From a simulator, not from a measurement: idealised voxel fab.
Process module under the name voxel transistor to metal
160 nm wide, 5 nm square cells: that's cross-section cut.
Cross-section, as written here: a square-cell grid given band by band from the top down, where a band holds one or more rows of cells.
Per band: top height and bottom height in nm, followed by the left-to-right materials and their widths in nm; "throughout" marks a single material spanning edge to edge, "empty" marks empty space.
We count height from 0. Below that, the starting wafer is all one material. The lowest band never ends at the bottom but goes on down; see "0 nm and below" for how that is written.
So if you see something like "30..40" for the width, read it as the top row of the band sitting at the first number and the bottom row at the second, with every row in between moving by the same amount as the last.
The designation "nothing was modified", where it is given for a processing step, indicates that no cell of the cross-section was altered in the course of that step.
The entry "Fully sealed voids" lists the empty spaces that cover at least 8 cells and have no open path to the top. Each is written as width x height at distance, where the distance is measured from the left edge and all three values are in nm.
Whatever follows a step's settings on its line is a remark the simulator itself makes about that step.
"overlay nm" denotes, for a step that has a mask, the displacement of the mask to the right of its planned place, with negative values corresponding to the left.
The process steps that were planned are listed below
step 1: RECEIVE: material Si
step 2: OXIDIZE: depth nm 5
step 3: CONFORMAL_DEP: material SiN, thk nm 10
step 4: MASKED_ETCH: tone cover, mask id ACTIVE, width nm 110, etch materials SiN, depth nm 10, overlay nm 0
step 5: MASKED_ETCH: tone cover, mask id ACTIVE, width nm 110, etch materials SiO2, depth nm 5, overlay nm 0
step 6: MASKED_ETCH: tone cover, mask id ACTIVE, width nm 110, etch materials Si, depth nm 25, overlay nm 0
step 7: FILL_DEP: material SiO2, thk nm 5
step 8: CMP: height nm 10
step 9: SELECTIVE_ETCH: etch materials SiO2, depth nm 5
step 10: STRIP: etch materials SiN
step 11: SELECTIVE_ETCH: etch materials SiO2, depth nm 5
step 12: OXIDIZE: depth nm 5
step 13: DIRECTIONAL_DEP: material polySi, thk nm 20
step 14: DIRECTIONAL_DEP: material SiCN, thk nm 15
step 15: PATTERN: tone cover, mask id GATE, material resist, width nm 30, thk nm 15, overlay nm 0
step 16: DIRECTIONAL_ETCH: etch materials SiCN, depth nm 25
step 17: DIRECTIONAL_ETCH: etch materials polySi, depth nm 30
step 18: STRIP: etch materials resist
step 19: CONFORMAL_DEP: material SiO2, thk nm 5
step 20: DIRECTIONAL_ETCH: etch materials SiO2, depth nm 5
step 21: CONFORMAL_DEP: material SiN, thk nm 10
step 22: DIRECTIONAL_ETCH: etch materials SiN, depth nm 10
step 23: DIRECTIONAL_ETCH: etch materials SiO2, depth nm 5
step 24: EPI: material nSi, thk nm 5
step 25: FILL_DEP: material SiO2, thk nm 5
step 26: CMP: height nm 15
step 27: STRIP: etch materials polySi
step 28: SELECTIVE_ETCH: etch materials SiO2, depth nm 5
step 29: CONFORMAL_DEP: material HfO2, thk nm 5
step 30: CONFORMAL_DEP: material TiN, thk nm 5
step 31: FILL_DEP: material W, thk nm 5
step 32: CMP: height nm 10
step 33: DIRECTIONAL_DEP: material SiO2, thk nm 10
step 34: MASKED_ETCH: tone open, mask id CONTACT, width nm 20, pitch nm 80, etch materials SiO2, depth nm 25, overlay nm 0
step 35: CONFORMAL_DEP: material TiN, thk nm 5
step 36: FILL_DEP: material W, thk nm 10
step 37: CMP: height nm 20
step 38: DIRECTIONAL_DEP: material TiN, thk nm 5
step 39: DIRECTIONAL_DEP: material W, thk nm 25
step 40: MASKED_ETCH: tone cover, mask id METAL_1, width nm 20, pitch nm 80, etch materials W, depth nm 25, overlay nm 0
step 41: MASKED_ETCH: tone cover, mask id METAL_1, width nm 20, pitch nm 80, etch materials TiN, depth nm 5, overlay nm 0
step 42: CONFORMAL_DEP: material SiCN, thk nm 5
step 43: FILL_DEP: material lowk, thk nm 10
step 44: CMP: height nm 50
step 45: CONFORMAL_DEP: material SiCN, thk nm 5
First wafer, two in total, run as planned
Cross-section, incoming material, after step 1
	0 nm and below: Si throughout
	Fully sealed voids: none
After step 2
	0 nm to -5 nm: SiO2 throughout
	Whatever lies below -5 is exactly as it was before.
After step 3
	10 nm to 0 nm: SiN throughout
	Whatever lies below 0 is exactly as it was before.
After step 4
	10 nm to 0 nm: empty 25 / SiN 110 / empty 25
	Whatever lies below 0 is exactly as it was before.
After step 5
	10 nm to 0 nm: empty 25 / SiN 110 / empty 25
	0 nm to -5 nm: empty 25 / SiO2 110 / empty 25
	Whatever lies below -5 is exactly as it was before.
After step 6
	10 nm to 0 nm: empty 25 / SiN 110 / empty 25
	0 nm to -5 nm: empty 25 / SiO2 110 / empty 25
	-5 nm to -30 nm: empty 25 / Si 110 / empty 25
	Whatever lies below -30 is exactly as it was before.
After step 7
	15 nm to 10 nm: SiO2 throughout
	10 nm to 0 nm: SiO2 25 / SiN 110 / SiO2 25
	0 nm to -5 nm: SiO2 throughout
	-5 nm to -30 nm: SiO2 25 / Si 110 / SiO2 25
	Whatever lies below -30 is exactly as it was before.
After step 8
	10 nm to 0 nm: SiO2 25 / SiN 110 / SiO2 25
	Whatever lies below 0 is exactly as it was before.
After step 9
	10 nm to 5 nm: empty 25 / SiN 110 / empty 25
	Whatever lies below 5 is exactly as it was before.
After step 10
	5 nm to 0 nm: SiO2 25 / empty 110 / SiO2 25
	Whatever lies below 0 is exactly as it was before.
After step 11
	0 nm to -5 nm: SiO2 20 / empty 120 / SiO2 20
	Whatever lies below -5 is exactly as it was before.
After step 12
	0 nm to -5 nm: SiO2 20 / empty 120 / SiO2 20
	-5 nm to -10 nm: SiO2 throughout
	Whatever lies below -10 is exactly as it was before.
After step 13
	20 nm to 15 nm: polySi 20 / empty 120 / polySi 20
	15 nm to 0 nm: polySi throughout
	0 nm to -5 nm: SiO2 20 / polySi 120 / SiO2 20
	Whatever lies below -5 is exactly as it was before.
After step 14
	35 nm to 30 nm: SiCN 20 / empty 120 / SiCN 20
	30 nm to 20 nm: SiCN throughout
	20 nm to 15 nm: polySi 20 / SiCN 120 / polySi 20
	Whatever lies below 15 is exactly as it was before.
After step 15
	50 nm to 35 nm: empty 65 / resist 30 / empty 65
	35 nm to 30 nm: SiCN 20 / empty 45 / resist 30 / empty 45 / SiCN 20
	Whatever lies below 30 is exactly as it was before.
After step 16
	50 nm to 30 nm: empty 65 / resist 30 / empty 65
	30 nm to 20 nm: empty 65 / SiCN 30 / empty 65
	20 nm to 15 nm: polySi 20 / empty 45 / SiCN 30 / empty 45 / polySi 20
	Whatever lies below 15 is exactly as it was before.
After step 17
	50 nm to 30 nm: empty 65 / resist 30 / empty 65
	30 nm to 15 nm: empty 65 / SiCN 30 / empty 65
	15 nm to 0 nm: empty 65 / polySi 30 / empty 65
	0 nm to -5 nm: SiO2 20 / empty 45 / polySi 30 / empty 45 / SiO2 20
	Whatever lies below -5 is exactly as it was before.
After step 18
	30 nm to 15 nm: empty 65 / SiCN 30 / empty 65
	Whatever lies below 15 is exactly as it was before.
After step 19
	35 nm to 30 nm: empty 60 / SiO2 40 / empty 60
	30 nm to 15 nm: empty 60 / SiO2 5 / SiCN 30 / SiO2 5 / empty 60
	15 nm to 5 nm: empty 60 / SiO2 5 / polySi 30 / SiO2 5 / empty 60
	5 nm to 0 nm: SiO2 25 / empty 35 / SiO2 5 / polySi 30 / SiO2 5 / empty 35 / SiO2 25
	0 nm to -5 nm: SiO2 65 / polySi 30 / SiO2 65
	Whatever lies below -5 is exactly as it was before.
After step 20
	30 nm to 15 nm: empty 60 / SiO2 5 / SiCN 30 / SiO2 5 / empty 60
	15 nm to 0 nm: empty 60 / SiO2 5 / polySi 30 / SiO2 5 / empty 60
	0 nm to -5 nm: SiO2 25 / empty 35 / SiO2 5 / polySi 30 / SiO2 5 / empty 35 / SiO2 25
	Whatever lies below -5 is exactly as it was before.
After step 21
	40 nm to 30 nm: empty 50 / SiN 60 / empty 50
	30 nm to 15 nm: empty 50 / SiN 10 / SiO2 5 / SiCN 30 / SiO2 5 / SiN 10 / empty 50
	15 nm to 10 nm: empty 50 / SiN 10 / SiO2 5 / polySi 30 / SiO2 5 / SiN 10 / empty 50
	10 nm to 5 nm: SiN 35 / empty 15 / SiN 10 / SiO2 5 / polySi 30 / SiO2 5 / SiN 10 / empty 15 / SiN 35
	5 nm to 0 nm: SiN 60 / SiO2 5 / polySi 30 / SiO2 5 / SiN 60
	0 nm to -5 nm: SiO2 25 / SiN 35 / SiO2 5 / polySi 30 / SiO2 5 / SiN 35 / SiO2 25
	Whatever lies below -5 is exactly as it was before.
After step 22
	30 nm to 15 nm: empty 50 / SiN 10 / SiO2 5 / SiCN 30 / SiO2 5 / SiN 10 / empty 50
	15 nm to 0 nm: empty 50 / SiN 10 / SiO2 5 / polySi 30 / SiO2 5 / SiN 10 / empty 50
	0 nm to -5 nm: SiO2 25 / SiN 10 / empty 15 / SiN 10 / SiO2 5 / polySi 30 / SiO2 5 / SiN 10 / empty 15 / SiN 10 / SiO2 25
	Whatever lies below -5 is exactly as it was before.
After step 23
	30 nm to 25 nm: empty 50 / SiN 10 / empty 5 / SiCN 30 / empty 5 / SiN 10 / empty 50
	25 nm to 15 nm: empty 50 / SiN 10 / SiO2 5 / SiCN 30 / SiO2 5 / SiN 10 / empty 50
	15 nm to 0 nm: empty 50 / SiN 10 / SiO2 5 / polySi 30 / SiO2 5 / SiN 10 / empty 50
	0 nm to -5 nm: empty 25 / SiN 10 / empty 15 / SiN 10 / SiO2 5 / polySi 30 / SiO2 5 / SiN 10 / empty 15 / SiN 10 / empty 25
	-5 nm to -10 nm: SiO2 35 / empty 15 / SiO2 60 / empty 15 / SiO2 35
	Whatever lies below -10 is exactly as it was before.
After step 24
	30 nm to 25 nm: empty 50 / SiN 10 / empty 5 / SiCN 30 / empty 5 / SiN 10 / empty 50
	25 nm to 15 nm: empty 50 / SiN 10 / SiO2 5 / SiCN 30 / SiO2 5 / SiN 10 / empty 50
	15 nm to 0 nm: empty 50 / SiN 10 / SiO2 5 / polySi 30 / SiO2 5 / SiN 10 / empty 50
	0 nm to -5 nm: empty 25 / SiN 10 / empty 15 / SiN 10 / SiO2 5 / polySi 30 / SiO2 5 / SiN 10 / empty 15 / SiN 10 / empty 25
	-5 nm to -10 nm: SiO2 35 / nSi 15 / SiO2 60 / nSi 15 / SiO2 35
	Whatever lies below -10 is exactly as it was before.
After step 25
	35 nm to 30 nm: SiO2 throughout
	30 nm to 15 nm: SiO2 50 / SiN 10 / SiO2 5 / SiCN 30 / SiO2 5 / SiN 10 / SiO2 50
	15 nm to 0 nm: SiO2 50 / SiN 10 / SiO2 5 / polySi 30 / SiO2 5 / SiN 10 / SiO2 50
	0 nm to -5 nm: SiO2 25 / SiN 10 / SiO2 15 / SiN 10 / SiO2 5 / polySi 30 / SiO2 5 / SiN 10 / SiO2 15 / SiN 10 / SiO2 25
	Whatever lies below -5 is exactly as it was before.
After step 26
	15 nm to 0 nm: SiO2 50 / SiN 10 / SiO2 5 / polySi 30 / SiO2 5 / SiN 10 / SiO2 50
	Whatever lies below 0 is exactly as it was before.
After step 27
	15 nm to 0 nm: SiO2 50 / SiN 10 / SiO2 5 / empty 30 / SiO2 5 / SiN 10 / SiO2 50
	0 nm to -5 nm: SiO2 25 / SiN 10 / SiO2 15 / SiN 10 / SiO2 5 / empty 30 / SiO2 5 / SiN 10 / SiO2 15 / SiN 10 / SiO2 25
	Whatever lies below -5 is exactly as it was before.
After step 28
	15 nm to 10 nm: empty 50 / SiN 10 / empty 40 / SiN 10 / empty 50
	10 nm to 0 nm: SiO2 50 / SiN 10 / empty 40 / SiN 10 / SiO2 50
	0 nm to -5 nm: SiO2 25 / SiN 10 / SiO2 15 / SiN 10 / empty 40 / SiN 10 / SiO2 15 / SiN 10 / SiO2 25
	-5 nm to -10 nm: SiO2 35 / nSi 15 / SiO2 10 / empty 40 / SiO2 10 / nSi 15 / SiO2 35
	Whatever lies below -10 is exactly as it was before.
After step 29
	20 nm to 15 nm: empty 45 / HfO2 20 / empty 30 / HfO2 20 / empty 45
	15 nm to 10 nm: HfO2 50 / SiN 10 / HfO2 5 / empty 30 / HfO2 5 / SiN 10 / HfO2 50
	10 nm to 0 nm: SiO2 50 / SiN 10 / HfO2 5 / empty 30 / HfO2 5 / SiN 10 / SiO2 50
	0 nm to -5 nm: SiO2 25 / SiN 10 / SiO2 15 / SiN 10 / HfO2 5 / empty 30 / HfO2 5 / SiN 10 / SiO2 15 / SiN 10 / SiO2 25
	-5 nm to -10 nm: SiO2 35 / nSi 15 / SiO2 10 / HfO2 40 / SiO2 10 / nSi 15 / SiO2 35
	Whatever lies below -10 is exactly as it was before.
After step 30
	25 nm to 20 nm: empty 40 / TiN 30 / empty 20 / TiN 30 / empty 40
	20 nm to 15 nm: TiN 45 / HfO2 20 / TiN 5 / empty 20 / TiN 5 / HfO2 20 / TiN 45
	15 nm to 10 nm: HfO2 50 / SiN 10 / HfO2 5 / TiN 5 / empty 20 / TiN 5 / HfO2 5 / SiN 10 / HfO2 50
	10 nm to 0 nm: SiO2 50 / SiN 10 / HfO2 5 / TiN 5 / empty 20 / TiN 5 / HfO2 5 / SiN 10 / SiO2 50
	0 nm to -5 nm: SiO2 25 / SiN 10 / SiO2 15 / SiN 10 / HfO2 5 / TiN 30 / HfO2 5 / SiN 10 / SiO2 15 / SiN 10 / SiO2 25
	Whatever lies below -5 is exactly as it was before.
After step 31
	30 nm to 25 nm: W throughout
	25 nm to 20 nm: W 40 / TiN 30 / W 20 / TiN 30 / W 40
	20 nm to 15 nm: TiN 45 / HfO2 20 / TiN 5 / W 20 / TiN 5 / HfO2 20 / TiN 45
	15 nm to 10 nm: HfO2 50 / SiN 10 / HfO2 5 / TiN 5 / W 20 / TiN 5 / HfO2 5 / SiN 10 / HfO2 50
	10 nm to 0 nm: SiO2 50 / SiN 10 / HfO2 5 / TiN 5 / W 20 / TiN 5 / HfO2 5 / SiN 10 / SiO2 50
	Whatever lies below 0 is exactly as it was before.
After step 32
	10 nm to 0 nm: SiO2 50 / SiN 10 / HfO2 5 / TiN 5 / W 20 / TiN 5 / HfO2 5 / SiN 10 / SiO2 50
	Whatever lies below 0 is exactly as it was before.
After step 33
	20 nm to 10 nm: SiO2 throughout
	Whatever lies below 10 is exactly as it was before.
After step 34
	20 nm to 10 nm: SiO2 30 / empty 20 / SiO2 60 / empty 20 / SiO2 30
	10 nm to 0 nm: SiO2 30 / empty 20 / SiN 10 / HfO2 5 / TiN 5 / W 20 / TiN 5 / HfO2 5 / SiN 10 / empty 20 / SiO2 30
	0 nm to -5 nm: SiO2 25 / SiN 10 / empty 15 / SiN 10 / HfO2 5 / TiN 30 / HfO2 5 / SiN 10 / empty 15 / SiN 10 / SiO2 25
	Whatever lies below -5 is exactly as it was before.
After step 35
	25 nm to 20 nm: TiN 35 / empty 10 / TiN 70 / empty 10 / TiN 35
	20 nm to 10 nm: SiO2 30 / TiN 5 / empty 10 / TiN 5 / SiO2 60 / TiN 5 / empty 10 / TiN 5 / SiO2 30
	10 nm to 0 nm: SiO2 30 / TiN 5..10 / empty 10..5 / TiN 5 / SiN 10 / HfO2 5 / TiN 5 / W 20 / TiN 5 / HfO2 5 / SiN 10 / TiN 5 / empty 10..5 / TiN 5..10 / SiO2 30
	0 nm to -5 nm: SiO2 25 / SiN 10 / TiN 15 / SiN 10 / HfO2 5 / TiN 30 / HfO2 5 / SiN 10 / TiN 15 / SiN 10 / SiO2 25
	Whatever lies below -5 is exactly as it was before.
After step 36
	35 nm to 25 nm: W throughout
	25 nm to 20 nm: TiN 35 / W 10 / TiN 70 / W 10 / TiN 35
	20 nm to 10 nm: SiO2 30 / TiN 5 / W 10 / TiN 5 / SiO2 60 / TiN 5 / W 10 / TiN 5 / SiO2 30
	10 nm to 0 nm: SiO2 30 / TiN 5..10 / W 10..5 / TiN 5 / SiN 10 / HfO2 5 / TiN 5 / W 20 / TiN 5 / HfO2 5 / SiN 10 / TiN 5 / W 10..5 / TiN 5..10 / SiO2 30
	Whatever lies below 0 is exactly as it was before.
After step 37
	20 nm to 10 nm: SiO2 30 / TiN 5 / W 10 / TiN 5 / SiO2 60 / TiN 5 / W 10 / TiN 5 / SiO2 30
	Whatever lies below 10 is exactly as it was before.
After step 38
	25 nm to 20 nm: TiN throughout
	Whatever lies below 20 is exactly as it was before.
After step 39
	50 nm to 25 nm: W throughout
	Whatever lies below 25 is exactly as it was before.
After step 40
	50 nm to 25 nm: empty 30 / W 20 / empty 60 / W 20 / empty 30
	Whatever lies below 25 is exactly as it was before.
After step 41
	50 nm to 25 nm: empty 30 / W 20 / empty 60 / W 20 / empty 30
	25 nm to 20 nm: empty 30 / TiN 20 / empty 60 / TiN 20 / empty 30
	Whatever lies below 20 is exactly as it was before.
After step 42
	55 nm to 50 nm: empty 25 / SiCN 30 / empty 50 / SiCN 30 / empty 25
	50 nm to 25 nm: empty 25 / SiCN 5 / W 20 / SiCN 5 / empty 50 / SiCN 5 / W 20 / SiCN 5 / empty 25
	25 nm to 20 nm: SiCN 30 / TiN 20 / SiCN 60 / TiN 20 / SiCN 30
	Whatever lies below 20 is exactly as it was before.
After step 43
	65 nm to 55 nm: lowk throughout
	55 nm to 50 nm: lowk 25 / SiCN 30 / lowk 50 / SiCN 30 / lowk 25
	50 nm to 25 nm: lowk 25 / SiCN 5 / W 20 / SiCN 5 / lowk 50 / SiCN 5 / W 20 / SiCN 5 / lowk 25
	Whatever lies below 25 is exactly as it was before.
After step 44
	50 nm to 25 nm: lowk 25 / SiCN 5 / W 20 / SiCN 5 / lowk 50 / SiCN 5 / W 20 / SiCN 5 / lowk 25
	Whatever lies below 25 is exactly as it was before.
After step 45
	55 nm to 50 nm: SiCN throughout
	Whatever lies below 50 is exactly as it was before.
Wafer two: like wafer one in start and plan, but with one mistake in execution; identical up to and including step 20
Here is the second wafer in cross-section at the point where step 21 of the plan should have been done
	40 nm to 30 nm: empty 50 / HfO2 60 / empty 50
	30 nm to 15 nm: empty 50 / HfO2 10 / SiO2 5 / SiCN 30 / SiO2 5 / HfO2 10 / empty 50
	15 nm to 10 nm: empty 50 / HfO2 10 / SiO2 5 / polySi 30 / SiO2 5 / HfO2 10 / empty 50
	10 nm to 5 nm: HfO2 35 / empty 15 / HfO2 10 / SiO2 5 / polySi 30 / SiO2 5 / HfO2 10 / empty 15 / HfO2 35
	5 nm to 0 nm: HfO2 60 / SiO2 5 / polySi 30 / SiO2 5 / HfO2 60
	0 nm to -5 nm: SiO2 25 / HfO2 35 / SiO2 5 / polySi 30 / SiO2 5 / HfO2 35 / SiO2 25
	Whatever lies below -5 is exactly as it was before.
Here is the second wafer in cross-section at the point where step 22 of the plan should have been done: nothing was modified
Here is the second wafer in cross-section at the point where step 23 of the plan should have been done: nothing was modified
Here is the second wafer in cross-section at the point where step 24 of the plan should have been done: nothing was modified
Here is the second wafer in cross-section at the point where step 25 of the plan should have been done
	45 nm to 40 nm: SiO2 throughout
	40 nm to 30 nm: SiO2 50 / HfO2 60 / SiO2 50
	30 nm to 15 nm: SiO2 50 / HfO2 10 / SiO2 5 / SiCN 30 / SiO2 5 / HfO2 10 / SiO2 50
	15 nm to 10 nm: SiO2 50 / HfO2 10 / SiO2 5 / polySi 30 / SiO2 5 / HfO2 10 / SiO2 50
	10 nm to 5 nm: HfO2 35 / SiO2 15 / HfO2 10 / SiO2 5 / polySi 30 / SiO2 5 / HfO2 10 / SiO2 15 / HfO2 35
	Whatever lies below 5 is exactly as it was before.
Here is the second wafer in cross-section at the point where step 26 of the plan should have been done
	15 nm to 10 nm: SiO2 50 / HfO2 10 / SiO2 5 / polySi 30 / SiO2 5 / HfO2 10 / SiO2 50
	Whatever lies below 10 is exactly as it was before.
Here is the second wafer in cross-section at the point where step 27 of the plan should have been done
	15 nm to 10 nm: SiO2 50 / HfO2 10 / SiO2 5 / empty 30 / SiO2 5 / HfO2 10 / SiO2 50
	10 nm to 5 nm: HfO2 35 / SiO2 15 / HfO2 10 / SiO2 5 / empty 30 / SiO2 5 / HfO2 10 / SiO2 15 / HfO2 35
	5 nm to 0 nm: HfO2 60 / SiO2 5 / empty 30 / SiO2 5 / HfO2 60
	0 nm to -5 nm: SiO2 25 / HfO2 35 / SiO2 5 / empty 30 / SiO2 5 / HfO2 35 / SiO2 25
	Whatever lies below -5 is exactly as it was before.
Here is the second wafer in cross-section at the point where step 28 of the plan should have been done
	15 nm to 10 nm: empty 50 / HfO2 10 / empty 40 / HfO2 10 / empty 50
	10 nm to 5 nm: HfO2 35 / SiO2 15 / HfO2 10 / empty 40 / HfO2 10 / SiO2 15 / HfO2 35
	5 nm to 0 nm: HfO2 60 / empty 40 / HfO2 60
	0 nm to -5 nm: SiO2 25 / HfO2 35 / empty 40 / HfO2 35 / SiO2 25
	-5 nm to -10 nm: SiO2 60 / empty 40 / SiO2 60
	Whatever lies below -10 is exactly as it was before.
Here is the second wafer in cross-section at the point where step 29 of the plan should have been done
	20 nm to 15 nm: empty 45 / HfO2 20 / empty 30 / HfO2 20 / empty 45
	15 nm to 10 nm: HfO2 65 / empty 30 / HfO2 65
	10 nm to 5 nm: HfO2 35 / SiO2 15 / HfO2 15 / empty 30 / HfO2 15 / SiO2 15 / HfO2 35
	5 nm to 0 nm: HfO2 65 / empty 30 / HfO2 65
	0 nm to -5 nm: SiO2 25 / HfO2 40 / empty 30 / HfO2 40 / SiO2 25
	-5 nm to -10 nm: SiO2 60 / HfO2 40 / SiO2 60
	Whatever lies below -10 is exactly as it was before.
Here is the second wafer in cross-section at the point where step 30 of the plan should have been done
	25 nm to 20 nm: empty 40 / TiN 30 / empty 20 / TiN 30 / empty 40
	20 nm to 15 nm: TiN 45 / HfO2 20 / TiN 5 / empty 20 / TiN 5 / HfO2 20 / TiN 45
	15 nm to 10 nm: HfO2 65 / TiN 5 / empty 20 / TiN 5 / HfO2 65
	10 nm to 5 nm: HfO2 35 / SiO2 15 / HfO2 15 / TiN 5 / empty 20 / TiN 5 / HfO2 15 / SiO2 15 / HfO2 35
	5 nm to 0 nm: HfO2 65 / TiN 5 / empty 20 / TiN 5 / HfO2 65
	0 nm to -5 nm: SiO2 25 / HfO2 40 / TiN 30 / HfO2 40 / SiO2 25
	Whatever lies below -5 is exactly as it was before.
Here is the second wafer in cross-section at the point where step 31 of the plan should have been done
	30 nm to 25 nm: W throughout
	25 nm to 20 nm: W 40 / TiN 30 / W 20 / TiN 30 / W 40
	20 nm to 15 nm: TiN 45 / HfO2 20 / TiN 5 / W 20 / TiN 5 / HfO2 20 / TiN 45
	15 nm to 10 nm: HfO2 65 / TiN 5 / W 20 / TiN 5 / HfO2 65
	10 nm to 5 nm: HfO2 35 / SiO2 15 / HfO2 15 / TiN 5 / W 20 / TiN 5 / HfO2 15 / SiO2 15 / HfO2 35
	5 nm to 0 nm: HfO2 65 / TiN 5 / W 20 / TiN 5 / HfO2 65
	Whatever lies below 0 is exactly as it was before.
Here is the second wafer in cross-section at the point where step 32 of the plan should have been done
	10 nm to 5 nm: HfO2 35 / SiO2 15 / HfO2 15 / TiN 5 / W 20 / TiN 5 / HfO2 15 / SiO2 15 / HfO2 35
	Whatever lies below 5 is exactly as it was before.
Here is the second wafer in cross-section at the point where step 33 of the plan should have been done
	20 nm to 10 nm: SiO2 throughout
	Whatever lies below 10 is exactly as it was before.
Here is the second wafer in cross-section at the point where step 34 of the plan should have been done
	20 nm to 10 nm: SiO2 30 / empty 20 / SiO2 60 / empty 20 / SiO2 30
	10 nm to 5 nm: HfO2 35 / empty 15 / HfO2 15 / TiN 5 / W 20 / TiN 5 / HfO2 15 / empty 15 / HfO2 35
	Whatever lies below 5 is exactly as it was before.
Here is the second wafer in cross-section at the point where step 35 of the plan should have been done
	25 nm to 20 nm: TiN 35 / empty 10 / TiN 70 / empty 10 / TiN 35
	20 nm to 10 nm: SiO2 30 / TiN 5..10 / empty 10..5 / TiN 5 / SiO2 60 / TiN 5 / empty 10..5 / TiN 5..10 / SiO2 30
	10 nm to 5 nm: HfO2 35 / TiN 15 / HfO2 15 / TiN 5 / W 20 / TiN 5 / HfO2 15 / TiN 15 / HfO2 35
	Whatever lies below 5 is exactly as it was before.
Here is the second wafer in cross-section at the point where step 36 of the plan should have been done
	35 nm to 25 nm: W throughout
	25 nm to 20 nm: TiN 35 / W 10 / TiN 70 / W 10 / TiN 35
	20 nm to 10 nm: SiO2 30 / TiN 5..10 / W 10..5 / TiN 5 / SiO2 60 / TiN 5 / W 10..5 / TiN 5..10 / SiO2 30
	Whatever lies below 10 is exactly as it was before.
Here is the second wafer in cross-section at the point where step 37 of the plan should have been done
	20 nm to 10 nm: SiO2 30 / TiN 5..10 / W 10..5 / TiN 5 / SiO2 60 / TiN 5 / W 10..5 / TiN 5..10 / SiO2 30
	Whatever lies below 10 is exactly as it was before.
Here is the second wafer in cross-section at the point where step 38 of the plan should have been done
	25 nm to 20 nm: TiN throughout
	Whatever lies below 20 is exactly as it was before.
Here is the second wafer in cross-section at the point where step 39 of the plan should have been done
	50 nm to 25 nm: W throughout
	Whatever lies below 25 is exactly as it was before.
Here is the second wafer in cross-section at the point where step 40 of the plan should have been done
	50 nm to 25 nm: empty 30 / W 20 / empty 60 / W 20 / empty 30
	Whatever lies below 25 is exactly as it was before.
Here is the second wafer in cross-section at the point where step 41 of the plan should have been done
	50 nm to 25 nm: empty 30 / W 20 / empty 60 / W 20 / empty 30
	25 nm to 20 nm: empty 30 / TiN 20 / empty 60 / TiN 20 / empty 30
	Whatever lies below 20 is exactly as it was before.
Here is the second wafer in cross-section at the point where step 42 of the plan should have been done
	55 nm to 50 nm: empty 25 / SiCN 30 / empty 50 / SiCN 30 / empty 25
	50 nm to 25 nm: empty 25 / SiCN 5 / W 20 / SiCN 5 / empty 50 / SiCN 5 / W 20 / SiCN 5 / empty 25
	25 nm to 20 nm: SiCN 30 / TiN 20 / SiCN 60 / TiN 20 / SiCN 30
	Whatever lies below 20 is exactly as it was before.
Here is the second wafer in cross-section at the point where step 43 of the plan should have been done
	65 nm to 55 nm: lowk throughout
	55 nm to 50 nm: lowk 25 / SiCN 30 / lowk 50 / SiCN 30 / lowk 25
	50 nm to 25 nm: lowk 25 / SiCN 5 / W 20 / SiCN 5 / lowk 50 / SiCN 5 / W 20 / SiCN 5 / lowk 25
	Whatever lies below 25 is exactly as it was before.
Here is the second wafer in cross-section at the point where step 44 of the plan should have been done
	50 nm to 25 nm: lowk 25 / SiCN 5 / W 20 / SiCN 5 / lowk 50 / SiCN 5 / W 20 / SiCN 5 / lowk 25
	Whatever lies below 25 is exactly as it was before.
Here is the second wafer in cross-section at the point where step 45 of the plan should have been done
	55 nm to 50 nm: SiCN throughout
	Whatever lies below 50 is exactly as it was before.
What was the processing mistake? it should be noted that step 21 was executed with settings other than those planned, the operation and settings actually applied being CONFORMAL_DEP: material HfO2, thk nm 10
Final cells, second wafer relative to first, materials higher or lower: HfO2 +56, SiN -16, SiO2 -18, TiN -8, W -8, nSi -6
